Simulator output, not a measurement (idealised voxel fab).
The following is a process module called voxel fin reveal.
Section cut is 275 nm wide and gridded with 5 nm square cells.
We lay out every cross-section as a grid of square cells and spell it out in bands from the top down, where one band means one or more rows of cells. In this notation a band is specified by the heights of its top and bottom, in that order and in nm, after which its materials appear from left to right, each paired with its width in nm. The word "all across" attached to a single material means that material fills the band from edge to edge; the word "air" stands for empty space. The level at which height equals 0 is the one under which the wafer, as it arrives, is entirely one material. No lower edge exists for the bottom band, which continues downward and is notated as in "0 -> down". Graded width ("30 to 40"): value in top row of band = first number; value in bottom row = second number; row-to-row change constant. Basically "nothing changed" means that step didn't change any cell in the cross-section. "Closed voids list" specifies each empty space that is not open to the top and that occupies no fewer than 8 cells, using the form width x height at distance, the distance measured from the left edge and all three quantities in nm. The remark found on a step's line after its settings is issued by the simulator itself and pertains to that step. A step line may carry the setting "overlay nm", which, for steps involving a mask, states the distance by which the mask lay to the right of its intended position; negative values denote displacement to the left.

INTENDED PROCESS STEPS
1. RECEIVE,material Si
2. CONFORMAL_DEP,material SiN,thk nm 10
3. MASKED_ETCH,tone cover,mask id FINS,width nm 15,pitch nm 40,etch materials SiN,depth nm 10,overlay nm 0
4. MASKED_ETCH,tone cover,mask id FINS,width nm 15,pitch nm 40,etch materials Si,depth nm 30,overlay nm 0
5. FILL_DEP,material SiO2,thk nm 15
6. CMP,height nm 10
7. SELECTIVE_ETCH,etch materials SiO2,depth nm 20
8. STRIP,etch materials SiN

INCOMING WAFER, CROSS-SECTIONAL VIEW, POST STEP 1
    0 -> down = Si all across
    Closed voids list: none

FIRST OF TWO WAFERS AT THE END OF THE MODULE, SHOWN IN CROSS-SECTION; RUN CARRIED OUT AS PLANNED
    0 -> -10 = air 70 | Si 15 | air 25 | Si 15 | air 25 | Si 15 | air 25 | Si 15 | air 70
    -10 -> -30 = SiO2 70 | Si 15 | SiO2 25 | Si 15 | SiO2 25 | Si 15 | SiO2 25 | Si 15 | SiO2 70
    -30 -> down = Si all across
    Closed voids list: none

WAFER TWO (OF TWO), END-OF-MODULE CROSS-SECTION: START = WAFER ONE, PLAN = WAFER ONE, ONE RUN MISTAKE
    0 -> -10 = air 70 | Si 15 | air 25 | Si 15 | air 25 | Si 15 | air 25 | Si 15 | air 70
    -10 -> -60 = SiO2 70 | Si 15 | SiO2 25 | Si 15 | SiO2 25 | Si 15 | SiO2 25 | Si 15 | SiO2 70
    -60 -> down = Si all across
    Closed voids list: none
Run error: twice over, step 4 of the plan was run
Final wafer comparison in cells, second versus first, more or fewer per material: 258 fewer of Si | 258 more of SiO2
